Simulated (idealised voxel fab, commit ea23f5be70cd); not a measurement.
Name of the process module below: voxel capacitor over wiring
This is section cut - it's 275 nm across, gridded in 5 nm square cells.
Cross-section, as written here: a square-cell grid given band by band from the top down, where a band holds one or more rows of cells.
Look at the band entry: it leads with the top's height and the bottom's height in nm. Then it lists the materials left to right, with a width in nm for each. The word "all across" on a single material says that material fills the band edge to edge. The word "blank" is empty space.
We count height from 0. Below that, the starting wafer is all one material. The lowest band never ends at the bottom but goes on down; see "0..down" for how that is written.
Read "30 to 40" as a graded width: first number on top, second number at the bottom, same change between each pair of neighbouring rows.
The cross-section has no changed cell in any step marked "nothing altered".
The list in "Internal closed voids" covers empty spaces of 8 cells or more that cannot reach the top through any open way, and it gives each as width x height at distance; the distance is from the left edge, and width, height and distance are in nm.
Whatever follows a step's settings on its line is a remark the simulator itself makes about that step.
If you see "overlay nm" on a step's line and that step has a mask, it's telling you how far right of where it was planned the mask ended up; a negative number means it went left instead.

The steps planned for the process are as follows:
1: RECEIVE | material Si
2: CONFORMAL_DEP | material SiO2 | thk nm 15
3: DIRECTIONAL_DEP | material TiN | thk nm 5
4: DIRECTIONAL_DEP | material Ru | thk nm 25
5: PATTERN | tone cover | mask id METAL_1 | material resist | width nm 30 | pitch nm 100 | thk nm 20 | overlay nm 0
6: DIRECTIONAL_ETCH | etch materials Ru | depth nm 25
7: DIRECTIONAL_ETCH | etch materials TiN | depth nm 5
8: STRIP | etch materials resist
9: FILL_DEP | material lowk | thk nm 10
10: CMP | height nm 45
11: CONFORMAL_DEP | material SiCN | thk nm 5
12: DIRECTIONAL_DEP | material SiO2 | thk nm 20
13: MASKED_ETCH | tone open | mask id PLUG_1 | width nm 15 | etch materials SiO2 | depth nm 20 | overlay nm 0
14: MASKED_ETCH | tone open | mask id PLUG_1 | width nm 15 | etch materials SiCN | depth nm 5 | overlay nm 0
15: CONFORMAL_DEP | material TiN | thk nm 5
16: FILL_DEP | material W | thk nm 10
17: CMP | height nm 70
18: DIRECTIONAL_DEP | material TiN | thk nm 5
19: DIRECTIONAL_DEP | material SiN | thk nm 5
20: DIRECTIONAL_DEP | material TiN | thk nm 5
21: PATTERN | tone cover | mask id UPPER_PLATE | material resist | width nm 75 | thk nm 15 | overlay nm 0
22: DIRECTIONAL_ETCH | etch materials TiN | depth nm 5
23: DIRECTIONAL_ETCH | etch materials SiN | depth nm 5
24: STRIP | etch materials resist
25: MASKED_ETCH | tone cover | mask id LOWER_PLATE | width nm 85 | etch materials TiN | depth nm 5 | overlay nm 0
26: FILL_DEP | material SiO2 | thk nm 20
27: CMP | height nm 100
28: DIRECTIONAL_DEP | material aC | thk nm 15
29: PATTERN | tone open | mask id PLUG_2 | material resist | width nm 15 | thk nm 35 | overlay nm 0
30: DIRECTIONAL_ETCH | etch materials aC | depth nm 15
31: STRIP | etch materials resist
32: DIRECTIONAL_ETCH | etch materials SiO2 | depth nm 15
33: STRIP | etch materials aC
34: CONFORMAL_DEP | material TiN | thk nm 5
35: FILL_DEP | material W | thk nm 10
36: CMP | height nm 100
37: CONFORMAL_DEP | material SiN | thk nm 5

So, the first of our two wafers, run just as we planned it:

Cross-section of the wafer upon arrival, representing the state reached after step 1:
  0..down | Si all across
  Internal closed voids: none

Upon completion of step 2, the wafer appears in cross-section as shown:
  15..0 | SiO2 all across
  At heights below 0, the structure remains unaltered.

Upon completion of step 3, the wafer appears in cross-section as shown:
  20..15 | TiN all across
  At heights below 15, the structure remains unaltered.

Upon completion of step 4, the wafer appears in cross-section as shown:
  45..20 | Ru all across
  At heights below 20, the structure remains unaltered.

Upon completion of step 5, the wafer appears in cross-section as shown:
  65..45 | 70 of blank, then 30 of resist, then 70 of blank, then 30 of resist, then 75 of blank
  At heights below 45, the structure remains unaltered.

Upon completion of step 6, the wafer appears in cross-section as shown:
  65..45 | 70 of blank, then 30 of resist, then 70 of blank, then 30 of resist, then 75 of blank
  45..20 | 70 of blank, then 30 of Ru, then 70 of blank, then 30 of Ru, then 75 of blank
  At heights below 20, the structure remains unaltered.

Upon completion of step 7, the wafer appears in cross-section as shown:
  65..45 | 70 of blank, then 30 of resist, then 70 of blank, then 30 of resist, then 75 of blank
  45..20 | 70 of blank, then 30 of Ru, then 70 of blank, then 30 of Ru, then 75 of blank
  20..15 | 70 of blank, then 30 of TiN, then 70 of blank, then 30 of TiN, then 75 of blank
  At heights below 15, the structure remains unaltered.

Upon completion of step 8, the wafer appears in cross-section as shown:
  45..20 | 70 of blank, then 30 of Ru, then 70 of blank, then 30 of Ru, then 75 of blank
  At heights below 20, the structure remains unaltered.

Upon completion of step 9, the wafer appears in cross-section as shown:
  55..45 | lowk all across
  45..20 | 70 of lowk, then 30 of Ru, then 70 of lowk, then 30 of Ru, then 75 of lowk
  20..15 | 70 of lowk, then 30 of TiN, then 70 of lowk, then 30 of TiN, then 75 of lowk
  At heights below 15, the structure remains unaltered.

Upon completion of step 10, the wafer appears in cross-section as shown:
  45..20 | 70 of lowk, then 30 of Ru, then 70 of lowk, then 30 of Ru, then 75 of lowk
  At heights below 20, the structure remains unaltered.

Upon completion of step 11, the wafer appears in cross-section as shown:
  50..45 | SiCN all across
  At heights below 45, the structure remains unaltered.

Upon completion of step 12, the wafer appears in cross-section as shown:
  70..50 | SiO2 all across
  At heights below 50, the structure remains unaltered.

Upon completion of step 13, the wafer appears in cross-section as shown:
  70..50 | 85 of SiO2, then 15 of blank, then 175 of SiO2
  At heights below 50, the structure remains unaltered.

Upon completion of step 14, the wafer appears in cross-section as shown:
  70..50 | 85 of SiO2, then 15 of blank, then 175 of SiO2
  50..45 | 85 of SiCN, then 15 of blank, then 175 of SiCN
  At heights below 45, the structure remains unaltered.

Upon completion of step 15, the wafer appears in cross-section as shown:
  75..70 | 90 of TiN, then 5 of blank, then 180 of TiN
  70..50 | 85 of SiO2, then 5 of TiN, then 5 of blank, then 5 of TiN, then 175 of SiO2
  50..45 | 85 of SiCN, then 15 of TiN, then 175 of SiCN
  At heights below 45, the structure remains unaltered.

Upon completion of step 16, the wafer appears in cross-section as shown:
  85..75 | W all across
  75..70 | 90 of TiN, then 5 of W, then 180 of TiN
  70..50 | 85 of SiO2, then 5 of TiN, then 5 of W, then 5 of TiN, then 175 of SiO2
  At heights below 50, the structure remains unaltered.

Upon completion of step 17, the wafer appears in cross-section as shown:
  70..50 | 85 of SiO2, then 5 of TiN, then 5 of W, then 5 of TiN, then 175 of SiO2
  At heights below 50, the structure remains unaltered.

Upon completion of step 18, the wafer appears in cross-section as shown:
  75..70 | TiN all across
  At heights below 70, the structure remains unaltered.

Upon completion of step 19, the wafer appears in cross-section as shown:
  80..75 | SiN all across
  At heights below 75, the structure remains unaltered.

Upon completion of step 20, the wafer appears in cross-section as shown:
  85..80 | TiN all across
  At heights below 80, the structure remains unaltered.

Upon completion of step 21, the wafer appears in cross-section as shown:
  100..85 | 85 of blank, then 75 of resist, then 115 of blank
  At heights below 85, the structure remains unaltered.

Upon completion of step 22, the wafer appears in cross-section as shown:
  100..85 | 85 of blank, then 75 of resist, then 115 of blank
  85..80 | 85 of blank, then 75 of TiN, then 115 of blank
  At heights below 80, the structure remains unaltered.

Upon completion of step 23, the wafer appears in cross-section as shown:
  100..85 | 85 of blank, then 75 of resist, then 115 of blank
  85..80 | 85 of blank, then 75 of TiN, then 115 of blank
  80..75 | 85 of blank, then 75 of SiN, then 115 of blank
  At heights below 75, the structure remains unaltered.

Upon completion of step 24, the wafer appears in cross-section as shown:
  85..80 | 85 of blank, then 75 of TiN, then 115 of blank
  At heights below 80, the structure remains unaltered.

Upon completion of step 25, the wafer appears in cross-section as shown:
  85..80 | 85 of blank, then 75 of TiN, then 115 of blank
  80..75 | 85 of blank, then 75 of SiN, then 115 of blank
  75..70 | 80 of blank, then 85 of TiN, then 110 of blank
  At heights below 70, the structure remains unaltered.

Upon completion of step 26, the wafer appears in cross-section as shown:
  105..85 | SiO2 all across
  85..80 | 85 of SiO2, then 75 of TiN, then 115 of SiO2
  80..75 | 85 of SiO2, then 75 of SiN, then 115 of SiO2
  75..70 | 80 of SiO2, then 85 of TiN, then 110 of SiO2
  At heights below 70, the structure remains unaltered.

Upon completion of step 27, the wafer appears in cross-section as shown:
  100..85 | SiO2 all across
  At heights below 85, the structure remains unaltered.

Upon completion of step 28, the wafer appears in cross-section as shown:
  115..100 | aC all across
  At heights below 100, the structure remains unaltered.

Upon completion of step 29, the wafer appears in cross-section as shown:
  150..115 | 95 of resist, then 15 of blank, then 165 of resist
  At heights below 115, the structure remains unaltered.

Upon completion of step 30, the wafer appears in cross-section as shown:
  135..115 | 95 of resist, then 15 of blank, then 165 of resist
  115..100 | 95 of aC, then 15 of blank, then 165 of aC
  At heights below 100, the structure remains unaltered.

Upon completion of step 31, the wafer appears in cross-section as shown:
  115..100 | 95 of aC, then 15 of blank, then 165 of aC
  At heights below 100, the structure remains unaltered.

Upon completion of step 32, the wafer appears in cross-section as shown:
  115..100 | 95 of aC, then 15 of blank, then 165 of aC
  100..85 | 95 of SiO2, then 15 of blank, then 165 of SiO2
  At heights below 85, the structure remains unaltered.

Upon completion of step 33, the wafer appears in cross-section as shown:
  100..85 | 95 of SiO2, then 15 of blank, then 165 of SiO2
  At heights below 85, the structure remains unaltered.

Upon completion of step 34, the wafer appears in cross-section as shown:
  105..100 | 100 of TiN, then 5 of blank, then 170 of TiN
  100..90 | 95 of SiO2, then 5 of TiN, then 5 of blank, then 5 of TiN, then 165 of SiO2
  90..80 | 95 to 85 of SiO2, then 15 to 75 of TiN, then 165 to 115 of SiO2
  At heights below 80, the structure remains unaltered.

Upon completion of step 35, the wafer appears in cross-section as shown:
  115..105 | W all across
  105..100 | 100 of TiN, then 5 of W, then 170 of TiN
  100..90 | 95 of SiO2, then 5 of TiN, then 5 of W, then 5 of TiN, then 165 of SiO2
  At heights below 90, the structure remains unaltered.

Upon completion of step 36, the wafer appears in cross-section as shown:
  100..90 | 95 of SiO2, then 5 of TiN, then 5 of W, then 5 of TiN, then 165 of SiO2
  At heights below 90, the structure remains unaltered.

Upon completion of step 37, the wafer appears in cross-section as shown:
  105..100 | SiN all across
  At heights below 100, the structure remains unaltered.

Second wafer: same start and same plan as the first, one execution error; identical to the first through step 28:

Look at the second wafer in cross-section at the time step 29 ought to have finished:
  150..115 | 90 of resist, then 25 of blank, then 160 of resist
  At heights below 115, the structure remains unaltered.

Look at the second wafer in cross-section at the time step 30 ought to have finished:
  135..115 | 90 of resist, then 25 of blank, then 160 of resist
  115..100 | 90 of aC, then 25 of blank, then 160 of aC
  At heights below 100, the structure remains unaltered.

Look at the second wafer in cross-section at the time step 31 ought to have finished:
  115..100 | 90 of aC, then 25 of blank, then 160 of aC
  At heights below 100, the structure remains unaltered.

Look at the second wafer in cross-section at the time step 32 ought to have finished:
  115..100 | 90 of aC, then 25 of blank, then 160 of aC
  100..85 | 90 of SiO2, then 25 of blank, then 160 of SiO2
  At heights below 85, the structure remains unaltered.

Look at the second wafer in cross-section at the time step 33 ought to have finished:
  100..85 | 90 of SiO2, then 25 of blank, then 160 of SiO2
  At heights below 85, the structure remains unaltered.

Look at the second wafer in cross-section at the time step 34 ought to have finished:
  105..100 | 95 of TiN, then 15 of blank, then 165 of TiN
  100..90 | 90 of SiO2, then 5 of TiN, then 15 of blank, then 5 of TiN, then 160 of SiO2
  90..80 | 90 to 85 of SiO2, then 25 to 75 of TiN, then 160 to 115 of SiO2
  At heights below 80, the structure remains unaltered.

Look at the second wafer in cross-section at the time step 35 ought to have finished:
  115..105 | W all across
  105..100 | 95 of TiN, then 15 of W, then 165 of TiN
  100..90 | 90 of SiO2, then 5 of TiN, then 15 of W, then 5 of TiN, then 160 of SiO2
  At heights below 90, the structure remains unaltered.

Look at the second wafer in cross-section at the time step 36 ought to have finished:
  100..90 | 90 of SiO2, then 5 of TiN, then 15 of W, then 5 of TiN, then 160 of SiO2
  At heights below 90, the structure remains unaltered.

Look at the second wafer in cross-section at the time step 37 ought to have finished:
  105..100 | SiN all across
  At heights below 100, the structure remains unaltered.
Against the plan, the run slipped here: step 29 changed vs plan, executed as PATTERN | tone open | mask id PLUG_2 | material resist | width nm 25 | thk nm 35 | overlay nm 0
Materials where the second wafer ends with more or fewer cells than the first: 6 fewer of SiO2; 2 more of TiN; 4 more of W
